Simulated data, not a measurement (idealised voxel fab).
process module | voxel self aligned contacts
cross-section cut | 270 nm wide | cells 5 nm
A cross-section is a grid of square cells, given in bands from the top down. A band is one or more rows of cells.
Each band's line starts with the height of the band's top and of its bottom, in nm. Then come its materials from left to right, each with its width in nm. One material with "throughout" fills the band from edge to edge. "air" is empty space.
Height 0 is the level under which the wafer as received is all one material. The lowest band goes on downwards, as in "0 down".
A width such as "30 to 40" changes by the same amount from each row of cells to the next, from the band's top row to its bottom row.
"no change" after a step means that no cell of the cross-section changed.
closed voids: empty space of 8 cells or more with no open way to the top, each as width x height at its distance from the left edge, in nm
after a step's settings: what the simulator itself notes on the step
overlay nm, on a step with a mask: how far to the right of its planned place the mask lay; to the left if negative
plan
1 op RECEIVE | material Si
2 op OXIDIZE | depth nm 5
3 op DIRECTIONAL_DEP | material polySi | thk nm 25
4 op DIRECTIONAL_DEP | material SiN | thk nm 25
5 op DIRECTIONAL_DEP | material aC | thk nm 15
6 op PATTERN | tone cover | mask id GATE | material resist | width nm 35 | pitch nm 80 | thk nm 30 | overlay nm 0
7 op DIRECTIONAL_ETCH | etch materials aC | depth nm 15
8 op STRIP | etch materials resist
9 op DIRECTIONAL_ETCH | etch materials SiN | depth nm 25
10 op DIRECTIONAL_ETCH | etch materials polySi | depth nm 25
11 op STRIP | etch materials aC
12 op CONFORMAL_DEP | material SiN | thk nm 10
13 op DIRECTIONAL_ETCH | etch materials SiN | depth nm 10
14 op FILL_DEP | material SiO2 | thk nm 15
15 op CMP | height nm 60
16 op DIRECTIONAL_DEP | material aC | thk nm 10
17 op PATTERN | tone open | mask id CONTACT | material resist | width nm 65 | thk nm 25 | overlay nm 0
18 op DIRECTIONAL_ETCH | etch materials aC | depth nm 10
19 op STRIP | etch materials resist
20 op DIRECTIONAL_ETCH | etch materials SiO2 | depth nm 65
21 op STRIP | etch materials aC
22 op CONFORMAL_DEP | material TiN | thk nm 5
23 op FILL_DEP | material Ru | thk nm 10
24 op CMP | height nm 60
25 op CONFORMAL_DEP | material SiN | thk nm 5
as received, after step 1
  0 down: Si throughout
  closed voids: none
first wafer at the end, as planned
  65 to 60: SiN throughout
  60 to 50: SiO2 100 | TiN 5 to 25 | Ru 55 to 15 | TiN 5 to 25 | SiO2 105
  50 to 25: SiO2 65 | SiN 55 | TiN 5 | Ru 15 | TiN 5 | SiN 55 | SiO2 70
  25 to 0: SiO2 65 | SiN 10 | polySi 35 | SiN 10 | TiN 5 | Ru 15 | TiN 5 | SiN 10 | polySi 35 | SiN 10 | SiO2 70
  0 to -5: SiO2 120 | TiN 25 | SiO2 125
  -5 down: Si throughout
  closed voids: none
second wafer at the end: like start, like plan, one mistake
  65 to 60: SiN throughout
  60 to 50: SiO2 100 | TiN 5 to 25 | Ru 55 to 15 | TiN 5 to 25 | SiO2 105
  50 to 25: SiO2 65 | SiN 55 | TiN 5 | Ru 15 | TiN 5 | SiN 55 | SiO2 70
  25 to 15: SiO2 65 | SiN 10 | polySi 35 | SiN 10 | TiN 5 | Ru 15 | TiN 5 | SiN 10 | polySi 35 | SiN 10 | SiO2 70
  15 to 10: SiO2 65 | SiN 10 | polySi 35 | SiN 10 | TiN 25 | SiN 10 | polySi 35 | SiN 10 | SiO2 70
  10 to 0: SiN 75 | polySi 35 | SiN 45 | polySi 35 | SiN 80
  0 to -5: SiO2 throughout
  -5 down: Si throughout
  closed voids: none
what went wrong: steps 12 and 13 were swapped
at the end the second wafer has, in cells: 9 fewer of Ru | 64 more of SiN | 49 fewer of SiO2 | 6 fewer of TiN
